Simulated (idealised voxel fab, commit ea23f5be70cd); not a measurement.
process module | voxel transistor to metal
cross-section cut | 210 nm wide | cells 5 nm
A cross-section is a grid of square cells, given in bands from the top down. A band is one or more rows of cells.
Each band's line starts with the height of the band's top and of its bottom, in nm. Then come its materials from left to right, each with its width in nm. One material with "throughout" fills the band from edge to edge. "air" is empty space.
Height 0 is the level under which the wafer as received is all one material. The lowest band goes on downwards, as in "0 down".
A width such as "30 to 40" changes by the same amount from each row of cells to the next, from the band's top row to its bottom row.
"no change" after a step means that no cell of the cross-section changed.
closed voids: empty space of 8 cells or more with no open way to the top, each as width x height at its distance from the left edge, in nm
after a step's settings: what the simulator itself notes on the step
overlay nm, on a step with a mask: how far to the right of its planned place the mask lay; to the left if negative
plan
1 op RECEIVE | material Si
2 op OXIDIZE | depth nm 5
3 op CONFORMAL_DEP | material SiN | thk nm 15
4 op PATTERN | tone cover | mask id ACTIVE | material resist | width nm 115 | thk nm 15 | overlay nm 0
5 op DIRECTIONAL_ETCH | etch materials SiN | depth nm 15
6 op DIRECTIONAL_ETCH | etch materials SiO2 | depth nm 5
7 op DIRECTIONAL_ETCH | etch materials Si | depth nm 30
8 op STRIP | etch materials resist
9 op OXIDIZE | depth nm 5
10 op FILL_DEP | material SiO2 | thk nm 10
11 op CMP | height nm 15
12 op SELECTIVE_ETCH | etch materials SiO2 | depth nm 10
13 op STRIP | etch materials SiN
14 op SELECTIVE_ETCH | etch materials SiO2 | depth nm 5
15 op OXIDIZE | depth nm 5
16 op DIRECTIONAL_DEP | material polySi | thk nm 20
17 op DIRECTIONAL_DEP | material SiCN | thk nm 15
18 op DIRECTIONAL_DEP | material aC | thk nm 10
19 op PATTERN | tone cover | mask id GATE | material resist | width nm 25 | thk nm 25 | overlay nm 0
20 op DIRECTIONAL_ETCH | etch materials aC | depth nm 10
21 op STRIP | etch materials resist
22 op DIRECTIONAL_ETCH | etch materials SiCN | depth nm 25
23 op DIRECTIONAL_ETCH | etch materials polySi | depth nm 30
24 op STRIP | etch materials aC
25 op CONFORMAL_DEP | material SiO2 | thk nm 5
26 op DIRECTIONAL_ETCH | etch materials SiO2 | depth nm 5
27 op CONFORMAL_DEP | material SiN | thk nm 5
28 op DIRECTIONAL_ETCH | etch materials SiN | depth nm 5
29 op DIRECTIONAL_ETCH | etch materials SiO2 | depth nm 5
30 op DIRECTIONAL_ETCH | etch materials Si | depth nm 5
31 op EPI | material SiGe | thk nm 10
32 op FILL_DEP | material SiO2 | thk nm 5
33 op CMP | height nm 30
34 op DIRECTIONAL_DEP | material SiO2 | thk nm 10
35 op DIRECTIONAL_DEP | material aC | thk nm 10
36 op PATTERN | tone open | mask id CONTACT | material resist | width nm 35 | pitch nm 70 | thk nm 30 | overlay nm 0
37 op DIRECTIONAL_ETCH | etch materials aC | depth nm 10
38 op STRIP | etch materials resist
39 op DIRECTIONAL_ETCH | etch materials SiO2 | depth nm 45
40 op STRIP | etch materials aC
41 op CONFORMAL_DEP | material TiN | thk nm 5
42 op FILL_DEP | material Ru | thk nm 5
43 op CMP | height nm 40
44 op DIRECTIONAL_DEP | material TiN | thk nm 5
45 op DIRECTIONAL_DEP | material W | thk nm 15
46 op MASKED_ETCH | tone cover | mask id METAL_1 | width nm 20 | pitch nm 85 | etch materials W | depth nm 15 | overlay nm 0
47 op MASKED_ETCH | tone cover | mask id METAL_1 | width nm 20 | pitch nm 85 | etch materials TiN | depth nm 5 | overlay nm 0
48 op CONFORMAL_DEP | material SiN | thk nm 5
49 op FILL_DEP | material SiO2 | thk nm 10
50 op CMP | height nm 60
51 op CONFORMAL_DEP | material SiCN | thk nm 5
52 op DIRECTIONAL_DEP | material SiO2 | thk nm 25
53 op PATTERN | tone open | mask id METAL_2 | material resist | width nm 20 | pitch nm 85 | thk nm 20 | overlay nm 0
54 op DIRECTIONAL_ETCH | etch materials SiO2 | depth nm 15
55 op STRIP | etch materials resist
56 op PATTERN | tone open | mask id METAL_2_HOLES | material resist | width nm 15 | pitch nm 85 | thk nm 20 | overlay nm 0
57 op DIRECTIONAL_ETCH | etch materials SiO2 | depth nm 10
58 op DIRECTIONAL_ETCH | etch materials SiCN | depth nm 5
59 op STRIP | etch materials resist
60 op CONFORMAL_DEP | material TiN | thk nm 5
61 op FILL_DEP | material Cu | thk nm 5
62 op CMP | height nm 90
63 op CONFORMAL_DEP | material SiN | thk nm 5
as received, after step 1
  0 down: Si throughout
  closed voids: none
first wafer at the end, as planned
  95 to 90: SiN throughout
  90 to 80: SiO2 50 | TiN 5 | Cu 10 | TiN 5 | SiO2 65 | TiN 5 | Cu 10 | TiN 5 | SiO2 55
  80 to 75: SiO2 50 | TiN 5 | Cu 5 | TiN 10 | SiO2 65 | TiN 5 | Cu 5 | TiN 10 | SiO2 55
  75 to 65: SiO2 50 | TiN 5 | Cu 5 | TiN 5 | SiO2 70 | TiN 5 | Cu 5 | TiN 5 | SiO2 60
  65 to 60: SiCN 50 | TiN 15 | SiCN 70 | TiN 15 | SiCN 60
  60 to 45: SiO2 45 | SiN 5 | W 20 | SiN 5 | SiO2 55 | SiN 5 | W 20 | SiN 5 | SiO2 50
  45 to 40: SiN 50 | TiN 20 | SiN 65 | TiN 20 | SiN 55
  40 to 30: SiO2 50 | TiN 5 | Ru 25 to 20 | TiN 5 to 10 | SiO2 35 | TiN 5 to 10 | Ru 25 to 20 | TiN 5 | SiO2 55
  30 to 15: SiO2 50 | TiN 5 | Ru 20 | TiN 5 | SiN 5 | SiO2 5 | SiCN 25 | SiO2 5 | SiN 5 | TiN 5 | Ru 20 | TiN 5 | SiO2 55
  15 to 5: SiO2 50 | TiN 5 | Ru 20 | TiN 5 | SiN 5 | SiO2 5 | polySi 25 | SiO2 5 | SiN 5 | TiN 5 | Ru 20 | TiN 5 | SiO2 55
  5 to 0: SiO2 50 | TiN 5 | Ru 10 | TiN 15 | SiN 5 | SiO2 5 | polySi 25 | SiO2 5 | SiN 5 | TiN 15 | Ru 10 | TiN 5 | SiO2 55
  0 to -5: SiO2 45 | SiN 5 | TiN 20 | SiGe 10 | SiN 5 | SiO2 5 | polySi 25 | SiO2 5 | SiN 5 | SiGe 10 | TiN 20 | SiN 5 | SiO2 50
  -5 to -10: SiO2 50 | SiGe 30 | SiO2 45 | SiGe 30 | SiO2 55
  -10 to -15: SiO2 50 | SiGe 30 | Si 45 | SiGe 30 | SiO2 55
  -15 to -40: SiO2 50 | Si 105 | SiO2 55
  -40 down: Si throughout
  closed voids: none
second wafer at the end: like start, like plan, one mistake
  95 to 90: SiN throughout
  90 to 80: SiO2 50 | TiN 5 | Cu 10 | TiN 5 | SiO2 65 | TiN 5 | Cu 10 | TiN 5 | SiO2 55
  80 to 75: SiO2 50 | TiN 5 | Cu 5 | TiN 10 | SiO2 65 | TiN 5 | Cu 5 | TiN 10 | SiO2 55
  75 to 65: SiO2 50 | TiN 5 | Cu 5 | TiN 5 | SiO2 70 | TiN 5 | Cu 5 | TiN 5 | SiO2 60
  65 to 60: SiCN 50 | TiN 15 | SiCN 70 | TiN 15 | SiCN 60
  60 to 45: SiO2 45 | SiN 5 | W 20 | SiN 5 | SiO2 55 | SiN 5 | W 20 | SiN 5 | SiO2 50
  45 to 40: SiN 50 | TiN 20 | SiN 65 | TiN 20 | SiN 55
  40 to 30: SiO2 40 | TiN 5 | Ru 25 | TiN 5 | SiO2 35 | TiN 5 to 20 | Ru 25 to 10 | TiN 5 | SiO2 65
  30 to 15: SiO2 40 | TiN 5 | Ru 25 | TiN 5 | SiO2 5 | SiN 5 | SiO2 5 | SiCN 25 | TiN 5 | SiN 5 | TiN 5 | Ru 10 | TiN 5 | SiO2 65
  15 to 5: SiO2 40 | TiN 5 | Ru 25 | TiN 5 | SiO2 5 | SiN 5 | SiO2 5 | polySi 25 | TiN 5 | SiN 5 | TiN 5 | Ru 10 | TiN 5 | SiO2 65
  5 to 0: SiO2 40 | TiN 15 | Ru 10 | TiN 10 | SiO2 5 | SiN 5 | SiO2 5 | polySi 25 | TiN 5 | SiN 5 | TiN 20 | SiO2 65
  0 to -5: SiO2 40 | TiN 5 | SiN 5 | TiN 20 | SiGe 10 | SiN 5 | SiO2 5 | polySi 25 | TiN 5 | SiN 5 | SiGe 10 | TiN 10 | SiO2 10 | SiN 5 | SiO2 50
  -5 to -10: SiO2 50 | SiGe 30 | SiO2 45 | SiGe 30 | SiO2 55
  -10 to -15: SiO2 50 | SiGe 30 | Si 45 | SiGe 30 | SiO2 55
  -15 to -40: SiO2 50 | Si 105 | SiO2 55
  -40 down: Si throughout
  closed voids: none
what went wrong: step 36 ran as: op PATTERN | tone open | mask id CONTACT | material resist | width nm 35 | pitch nm 70 | thk nm 30 | overlay nm -10
at the end the second wafer has, in cells: 8 fewer of Ru | 8 more of TiN
